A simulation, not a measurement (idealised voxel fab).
Name of the process module below: voxel gate over fins
FYI the section here is cut, 180 nm wide, cells are 5 nm squares.
Reading order for cross-sections: top band down to bottom band. Underlying form: a grid of square cells. Band size: one or more rows of cells.
Read a band's entry like this: the first values are the height of its top and the height of its bottom in nm, and what follows is the sequence of materials from left to right, each with its width in nm. Note that "blank" is empty space, and that a single material marked "throughout" reaches across the band from edge to edge.
All heights in this document are referenced to 0, defined as the level beneath which the wafer, as received, consists entirely of one material. The lowest band is not bounded below; it extends indefinitely downward and is written in the form "0 and below".
Width spec "30 to 40" -> top row of cells at first value, bottom row at second value, equal per-row change in between.
It should be understood that the words "remained the same", when stated for a given step, signify that the cross-section underwent no change in any of its cells during that step.
The entry "Closed void inventory" lists the empty spaces that cover at least 8 cells and have no open path to the top. Each is written as width x height at distance, where the distance is measured from the left edge and all three values are in nm.
Heads up: the bit after the settings on a step's line is the simulator's remark on that step.
The line of a step may include "overlay nm". On a step with a mask, this value is how far to the right of its planned place the mask lay. A negative value means the mask lay to the left.

Set out below are the planned steps of the process
- 1: RECEIVE [material Si]
- 2: CONFORMAL_DEP [material SiN] [thk nm 10]
- 3: MASKED_ETCH [tone cover] [mask id FINS] [width nm 15] [pitch nm 60] [etch materials SiN] [depth nm 10] [overlay nm 0]
- 4: MASKED_ETCH [tone cover] [mask id FINS] [width nm 15] [pitch nm 60] [etch materials Si] [depth nm 35] [overlay nm 0]
- 5: FILL_DEP [material SiO2] [thk nm 15]
- 6: CMP [height nm 10]
- 7: MASKED_ETCH [tone open] [mask id RAIL] [width nm 15] [etch materials SiO2] [depth nm 40] [overlay nm 0]
- 8: CONFORMAL_DEP [material TiN] [thk nm 5]
- 9: FILL_DEP [material W] [thk nm 10]
- 10: CMP [height nm 10]
- 11: SELECTIVE_ETCH [etch materials W Ru TiN] [depth nm 25]
- 12: FILL_DEP [material SiO2] [thk nm 5]
- 13: CMP [height nm 10]
- 14: SELECTIVE_ETCH [etch materials SiO2] [depth nm 20]
- 15: STRIP [etch materials SiN]
- 16: CONFORMAL_DEP [material HfO2] [thk nm 5]
- 17: CONFORMAL_DEP [material TiN] [thk nm 5]
- 18: FILL_DEP [material W] [thk nm 10]
- 19: CMP [height nm 15]
- 20: CONFORMAL_DEP [material SiCN] [thk nm 10]

Shown in cross-section is the wafer as received, that is, as it stands after step 1
0 and below: Si throughout
Closed void inventory: none

Cross-sectional image of the first of two wafers at the end of the module, the run having proceeded as planned
25 down to 15: SiCN throughout
15 down to 10: W throughout
10 down to 5: W=40  TiN=35  W=25  TiN=35  W=45
5 down to 0: W=40  TiN=5  HfO2=25  TiN=5  W=25  TiN=5  HfO2=25  TiN=5  W=45
0 down to -5: TiN=45  HfO2=5  Si=15  HfO2=5  TiN=35  HfO2=5  Si=15  HfO2=5  TiN=50
-5 down to -10: HfO2=50  Si=15  HfO2=45  Si=15  HfO2=55
-10 down to -15: SiO2=50  Si=15  SiO2=45  Si=15  SiO2=55
-15 down to -25: SiO2=50  Si=15  SiO2=15  TiN=5  W=5  TiN=5  SiO2=15  Si=15  SiO2=55
-25 down to -30: SiO2=50  Si=15  SiO2=15  TiN=15  SiO2=15  Si=15  SiO2=55
-30 down to -35: SiO2=50  Si=15  SiO2=45  Si=15  SiO2=55
-35 and below: Si throughout
Closed void inventory: none

End-of-module cross-section of the second wafer: identical starting point and process plan to the first, with one processing mistake
25 down to 15: SiCN throughout
15 down to 10: W throughout
10 down to 5: W=40  TiN=35  W=25  TiN=35  W=45
5 down to 0: W=40  TiN=5  HfO2=25  TiN=5  W=25  TiN=5  HfO2=25  TiN=5  W=45
0 down to -5: TiN=45  HfO2=5  Si=15  HfO2=5  TiN=35  HfO2=5  Si=15  HfO2=5  TiN=50
-5 down to -10: HfO2=50  Si=15  HfO2=45  Si=15  HfO2=55
-10 down to -15: SiO2=50  Si=15  SiO2=45  Si=15  SiO2=55
-15 down to -25: SiO2=50  Si=15  SiO2=20  TiN=5  W=5  TiN=5  SiO2=10  Si=15  SiO2=55
-25 down to -30: SiO2=50  Si=15  SiO2=20  TiN=15  SiO2=10  Si=15  SiO2=55
-30 down to -35: SiO2=50  Si=15  SiO2=45  Si=15  SiO2=55
-35 and below: Si throughout
Closed void inventory: none
Finding, execution versus plan: planned and actual differ for step 7; actual: MASKED_ETCH [tone open] [mask id RAIL] [width nm 15] [etch materials SiO2] [depth nm 40] [overlay nm 5]
Final state: per-material cell counts identical on both wafers; locations differ.
